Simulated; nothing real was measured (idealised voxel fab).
process module | voxel gate over fins
Section shown: cut. Width: 200 nm. Cell size: 5 nm, square.
Cross-section format: a grid of square cells, given as bands from top to bottom; each band is one or more rows of cells.
Read a band's entry like this: the first values are the height of its top and the height of its bottom in nm, and what follows is the sequence of materials from left to right, each with its width in nm. Note that "empty" is empty space, and that a single material marked "everywhere" reaches across the band from edge to edge.
For the purposes of this specification, 0 denotes the height below which the wafer in its as-received condition is composed wholly of one material, and the lowermost band, lacking a lower limit, extends downward without end, as expressed in "0 nm and below".
A two-number width, for instance "30 to 40", indicates that the width is equal to the first number in the top row of the band and to the second number in the bottom row, and that it changes by a constant amount per row of cells.
No cell of the cross-section changed in a step that is given as "no modification".
If an empty space has no open way to the top and is at least 8 cells in size, "Closed internal cavities" lists it, written width x height at distance, where distance is measured from the left edge and every value is in nm.
It should be noted that, on the line of a given step, the content following the step's settings is a remark produced by the simulator itself with respect to that step.
The "overlay nm" setting may appear on a step's line; for a step that uses a mask, it gives how far to the right of its planned position the mask lay, and a negative value indicates the left.

Process steps foreseen in the plan:
| 1 | RECEIVE with material Si |
| 2 | CONFORMAL_DEP with material SiN, thk nm 10 |
| 3 | PATTERN with tone cover, mask id FINS, material resist, width nm 15, pitch nm 35, thk nm 15, overlay nm 0 |
| 4 | DIRECTIONAL_ETCH with etch materials SiN, depth nm 10 |
| 5 | DIRECTIONAL_ETCH with etch materials Si, depth nm 40 |
| 6 | STRIP with etch materials resist |
| 7 | OXIDIZE with depth nm 5 |
| 8 | FILL_DEP with material SiO2, thk nm 5 |
| 9 | CMP with height nm 10 |
| 10 | SELECTIVE_ETCH with etch materials SiO2, depth nm 20 |
| 11 | STRIP with etch materials SiN |
| 12 | CONFORMAL_DEP with material HfO2, thk nm 5 |
| 13 | CONFORMAL_DEP with material TiN, thk nm 5 |
| 14 | FILL_DEP with material W, thk nm 15 |
| 15 | CMP with height nm 20 |
| 16 | CONFORMAL_DEP with material SiCN, thk nm 10 |

The first of a set of two wafers, run to plan:

As-received wafer cross-section (after step 1):
- 0 nm and below  Si everywhere
- Closed internal cavities: none

Cross-section of the wafer after step 2:
- 10 nm to 0 nm  SiN everywhere
- Everything under 0 stays put, no change at all.

Cross-section of the wafer after step 3:
- 25 nm to 10 nm  75 empty; 15 resist; 20 empty; 15 resist; 75 empty
- Everything under 10 stays put, no change at all.

Cross-section of the wafer after step 4:
- 25 nm to 10 nm  75 empty; 15 resist; 20 empty; 15 resist; 75 empty
- 10 nm to 0 nm  75 empty; 15 SiN; 20 empty; 15 SiN; 75 empty
- Everything under 0 stays put, no change at all.

Cross-section of the wafer after step 5:
- 25 nm to 10 nm  75 empty; 15 resist; 20 empty; 15 resist; 75 empty
- 10 nm to 0 nm  75 empty; 15 SiN; 20 empty; 15 SiN; 75 empty
- 0 nm to -40 nm  75 empty; 15 Si; 20 empty; 15 Si; 75 empty
- Everything under -40 stays put, no change at all.

Cross-section of the wafer after step 6:
- 10 nm to 0 nm  75 empty; 15 SiN; 20 empty; 15 SiN; 75 empty
- Everything under 0 stays put, no change at all.

Cross-section of the wafer after step 7:
- 10 nm to 0 nm  75 empty; 15 SiN; 20 empty; 15 SiN; 75 empty
- 0 nm to -40 nm  75 empty; 5 SiO2; 5 Si; 5 SiO2; 20 empty; 5 SiO2; 5 Si; 5 SiO2; 75 empty
- -40 nm to -45 nm  80 SiO2; 5 Si; 30 SiO2; 5 Si; 80 SiO2
- Everything under -45 stays put, no change at all.

Cross-section of the wafer after step 8:
- 15 nm to 10 nm  SiO2 everywhere
- 10 nm to 0 nm  75 SiO2; 15 SiN; 20 SiO2; 15 SiN; 75 SiO2
- 0 nm to -45 nm  80 SiO2; 5 Si; 30 SiO2; 5 Si; 80 SiO2
- Everything under -45 stays put, no change at all.

Cross-section of the wafer after step 9:
- 10 nm to 0 nm  75 SiO2; 15 SiN; 20 SiO2; 15 SiN; 75 SiO2
- Everything under 0 stays put, no change at all.

Cross-section of the wafer after step 10:
- 10 nm to 0 nm  75 empty; 15 SiN; 20 empty; 15 SiN; 75 empty
- 0 nm to -10 nm  80 empty; 5 Si; 30 empty; 5 Si; 80 empty
- Everything under -10 stays put, no change at all.

Cross-section of the wafer after step 11:
- 0 nm to -10 nm  80 empty; 5 Si; 30 empty; 5 Si; 80 empty
- Everything under -10 stays put, no change at all.

Cross-section of the wafer after step 12:
- 5 nm to 0 nm  75 empty; 15 HfO2; 20 empty; 15 HfO2; 75 empty
- 0 nm to -5 nm  75 empty; 5 HfO2; 5 Si; 5 HfO2; 20 empty; 5 HfO2; 5 Si; 5 HfO2; 75 empty
- -5 nm to -10 nm  80 HfO2; 5 Si; 30 HfO2; 5 Si; 80 HfO2
- Everything under -10 stays put, no change at all.

Cross-section of the wafer after step 13:
- 10 nm to 5 nm  70 empty; 25 TiN; 10 empty; 25 TiN; 70 empty
- 5 nm to 0 nm  70 empty; 5 TiN; 15 HfO2; 5 TiN; 10 empty; 5 TiN; 15 HfO2; 5 TiN; 70 empty
- 0 nm to -5 nm  75 TiN; 5 HfO2; 5 Si; 5 HfO2; 20 TiN; 5 HfO2; 5 Si; 5 HfO2; 75 TiN
- Everything under -5 stays put, no change at all.

Cross-section of the wafer after step 14:
- 25 nm to 10 nm  W everywhere
- 10 nm to 5 nm  70 W; 25 TiN; 10 W; 25 TiN; 70 W
- 5 nm to 0 nm  70 W; 5 TiN; 15 HfO2; 5 TiN; 10 W; 5 TiN; 15 HfO2; 5 TiN; 70 W
- Everything under 0 stays put, no change at all.

Cross-section of the wafer after step 15:
- 20 nm to 10 nm  W everywhere
- Everything under 10 stays put, no change at all.

Cross-section of the wafer after step 16:
- 30 nm to 20 nm  SiCN everywhere
- Everything under 20 stays put, no change at all.

Second Wafer (Identical Start and Plan, One Processing Error; Matches First Wafer Through Step 9):

Cross-section of the second wafer at the time step 10 of the plan should have ended:
- 10 nm to 0 nm  75 empty; 15 SiN; 20 empty; 15 SiN; 75 empty
- 0 nm to -30 nm  80 empty; 5 Si; 30 empty; 5 Si; 80 empty
- Everything under -30 stays put, no change at all.

Cross-section of the second wafer at the time step 11 of the plan should have ended:
- 0 nm to -30 nm  80 empty; 5 Si; 30 empty; 5 Si; 80 empty
- Everything under -30 stays put, no change at all.

Cross-section of the second wafer at the time step 12 of the plan should have ended:
- 5 nm to 0 nm  75 empty; 15 HfO2; 20 empty; 15 HfO2; 75 empty
- 0 nm to -25 nm  75 empty; 5 HfO2; 5 Si; 5 HfO2; 20 empty; 5 HfO2; 5 Si; 5 HfO2; 75 empty
- -25 nm to -30 nm  80 HfO2; 5 Si; 30 HfO2; 5 Si; 80 HfO2
- Everything under -30 stays put, no change at all.

Cross-section of the second wafer at the time step 13 of the plan should have ended:
- 10 nm to 5 nm  70 empty; 25 TiN; 10 empty; 25 TiN; 70 empty
- 5 nm to 0 nm  70 empty; 5 TiN; 15 HfO2; 5 TiN; 10 empty; 5 TiN; 15 HfO2; 5 TiN; 70 empty
- 0 nm to -20 nm  70 empty; 5 TiN; 5 HfO2; 5 Si; 5 HfO2; 5 TiN; 10 empty; 5 TiN; 5 HfO2; 5 Si; 5 HfO2; 5 TiN; 70 empty
- -20 nm to -25 nm  75 TiN; 5 HfO2; 5 Si; 5 HfO2; 20 TiN; 5 HfO2; 5 Si; 5 HfO2; 75 TiN
- Everything under -25 stays put, no change at all.

Cross-section of the second wafer at the time step 14 of the plan should have ended:
- 25 nm to 10 nm  W everywhere
- 10 nm to 5 nm  70 W; 25 TiN; 10 W; 25 TiN; 70 W
- 5 nm to 0 nm  70 W; 5 TiN; 15 HfO2; 5 TiN; 10 W; 5 TiN; 15 HfO2; 5 TiN; 70 W
- 0 nm to -20 nm  70 W; 5 TiN; 5 HfO2; 5 Si; 5 HfO2; 5 TiN; 10 W; 5 TiN; 5 HfO2; 5 Si; 5 HfO2; 5 TiN; 70 W
- Everything under -20 stays put, no change at all.

Cross-section of the second wafer at the time step 15 of the plan should have ended:
- 20 nm to 10 nm  W everywhere
- Everything under 10 stays put, no change at all.

Cross-section of the second wafer at the time step 16 of the plan should have ended:
- 30 nm to 20 nm  SiCN everywhere
- Everything under 20 stays put, no change at all.
What was the processing mistake? step 10 was run twice
Cell-count delta at end, second wafer over first, by material: 16 more of HfO2; 152 fewer of SiO2; 16 more of TiN; 120 more of W
